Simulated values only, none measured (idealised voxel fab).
Process module heading - voxel capacitor over wiring
For reference, the cross-section in this document is cut, with width 200 nm and square cells of 5 nm.
A cross-section is written here as square cells arranged in a grid, and it is given in bands from the top down, each band taking up one or more rows of cells. Band entry format. Leading values: height of top, height of bottom, nm. Remainder: materials in left-to-right order, each with its width in nm. Special words: "full width" on a single material, which then fills the band edge to edge; "empty", empty space. Below 0: as-received wafer, all one material; heights counted from there. Lowest band: no bottom, goes on down, written "top 0, no bottom". The width entry "30..40" should be interpreted row by row: the top row of cells in the band takes the first number, the bottom row takes the second number, and the change between adjacent rows is uniform throughout. When a step is marked "everything unchanged", none of the cells in the cross-section changed during that step. "Non-vented voids" specifies each empty space that is not open to the top and that occupies no fewer than 8 cells, using the form width x height at distance, the distance measured from the left edge and all three quantities in nm. That trailing text on a step's line, after the settings, is the simulator's own remark on the step. "overlay nm" denotes, for a step that has a mask, the displacement of the mask to the right of its planned place, with negative values corresponding to the left.
# These are the steps we planned for the process
1,RECEIVE, material Si
2,CONFORMAL_DEP, material SiO2, thk nm 15
3,DIRECTIONAL_DEP, material TiN, thk nm 5
4,DIRECTIONAL_DEP, material W, thk nm 20
5,PATTERN, tone cover, mask id METAL_1, material resist, width nm 20, pitch nm 80, thk nm 15, overlay nm 0
6,DIRECTIONAL_ETCH, etch materials W, depth nm 20
7,DIRECTIONAL_ETCH, etch materials TiN, depth nm 5
8,STRIP, etch materials resist
9,CONFORMAL_DEP, material SiN, thk nm 5
10,FILL_DEP, material lowk, thk nm 10
11,CMP, height nm 40
12,CONFORMAL_DEP, material SiCN, thk nm 5
13,DIRECTIONAL_DEP, material SiO2, thk nm 20
14,MASKED_ETCH, tone open, mask id PLUG_1, width nm 15, etch materials SiO2, depth nm 20, overlay nm 0
15,MASKED_ETCH, tone open, mask id PLUG_1, width nm 15, etch materials SiCN, depth nm 5, overlay nm 0
16,CONFORMAL_DEP, material TiN, thk nm 5
17,FILL_DEP, material W, thk nm 10
18,CMP, height nm 65
19,DIRECTIONAL_DEP, material TiN, thk nm 5
20,DIRECTIONAL_DEP, material Al2O3, thk nm 5
21,DIRECTIONAL_DEP, material TiN, thk nm 10
22,MASKED_ETCH, tone cover, mask id UPPER_PLATE, width nm 65, etch materials TiN, depth nm 10, overlay nm 0
23,MASKED_ETCH, tone cover, mask id UPPER_PLATE, width nm 65, etch materials Al2O3, depth nm 5, overlay nm 0
24,DIRECTIONAL_DEP, material aC, thk nm 15
25,PATTERN, tone cover, mask id LOWER_PLATE, material resist, width nm 75, thk nm 35, overlay nm 0
26,DIRECTIONAL_ETCH, etch materials aC, depth nm 15
27,STRIP, etch materials resist
28,DIRECTIONAL_ETCH, etch materials TiN, depth nm 5
29,STRIP, etch materials aC
30,FILL_DEP, material SiO2, thk nm 15
31,CMP, height nm 95
32,MASKED_ETCH, tone open, mask id PLUG_2, width nm 15, etch materials SiO2, depth nm 10, overlay nm 0
33,CONFORMAL_DEP, material TiN, thk nm 5
34,FILL_DEP, material W, thk nm 5
35,CMP, height nm 95
36,CONFORMAL_DEP, material SiN, thk nm 5
# Step 1 complete: cross-section of the wafer as received
> top 0, no bottom | Si full width
> Non-vented voids: none
# First of two wafers: cross-section at end of module, run per plan
> top 100, bottom 95 | SiN full width
> top 95, bottom 90 | SiO2: 65  TiN: 5  W: 5  TiN: 5  SiO2: 120
> top 90, bottom 85 | SiO2: 65  TiN: 15  SiO2: 120
> top 85, bottom 75 | SiO2: 55  TiN: 65  SiO2: 80
> top 75, bottom 70 | SiO2: 55  Al2O3: 65  SiO2: 80
> top 70, bottom 65 | SiO2: 50  TiN: 75  SiO2: 75
> top 65, bottom 45 | SiO2: 55  TiN: 5  W: 5  TiN: 5  SiO2: 130
> top 45, bottom 40 | SiCN: 55  TiN: 15  SiCN: 130
> top 40, bottom 20 | lowk: 45  SiN: 5  W: 20  SiN: 5  lowk: 50  SiN: 5  W: 20  SiN: 5  lowk: 45
> top 20, bottom 15 | SiN: 50  TiN: 20  SiN: 60  TiN: 20  SiN: 50
> top 15, bottom 0 | SiO2 full width
> top 0, no bottom | Si full width
> Non-vented voids: none
# End-of-module cross-section of the second wafer: identical starting point and process plan to the first, with one processing mistake
> top 100, bottom 95 | SiN full width
> top 95, bottom 90 | SiO2: 65  TiN: 5  W: 5  TiN: 5  SiO2: 120
> top 90, bottom 85 | SiO2: 65  TiN: 15  SiO2: 120
> top 85, bottom 75 | SiO2: 55  TiN: 65  SiO2: 80
> top 75, bottom 70 | SiO2: 55  Al2O3: 65  SiO2: 80
> top 70, bottom 65 | SiO2: 50  TiN: 75  SiO2: 75
> top 65, bottom 45 | SiO2: 55  TiN: 5  W: 5  TiN: 5  SiO2: 130
> top 45, bottom 40 | SiCN: 55  TiN: 15  SiCN: 130
> top 40, bottom 35 | lowk: 45  SiN: 5  W: 20  SiN: 5  lowk: 50  SiN: 5  W: 20  SiN: 5  lowk: 45
> top 35, bottom 30 | SiN: 50  TiN: 20  SiN: 60  TiN: 20  SiN: 50
> top 30, bottom 0 | SiO2 full width
> top 0, no bottom | Si full width
> Non-vented voids: none
Here's what went sideways: step 2 of the plan was executed twice over
At the finish, the second wafer shows more or fewer cells for some materials than the first does: SiN -12, SiO2 +120, W -24, lowk -84
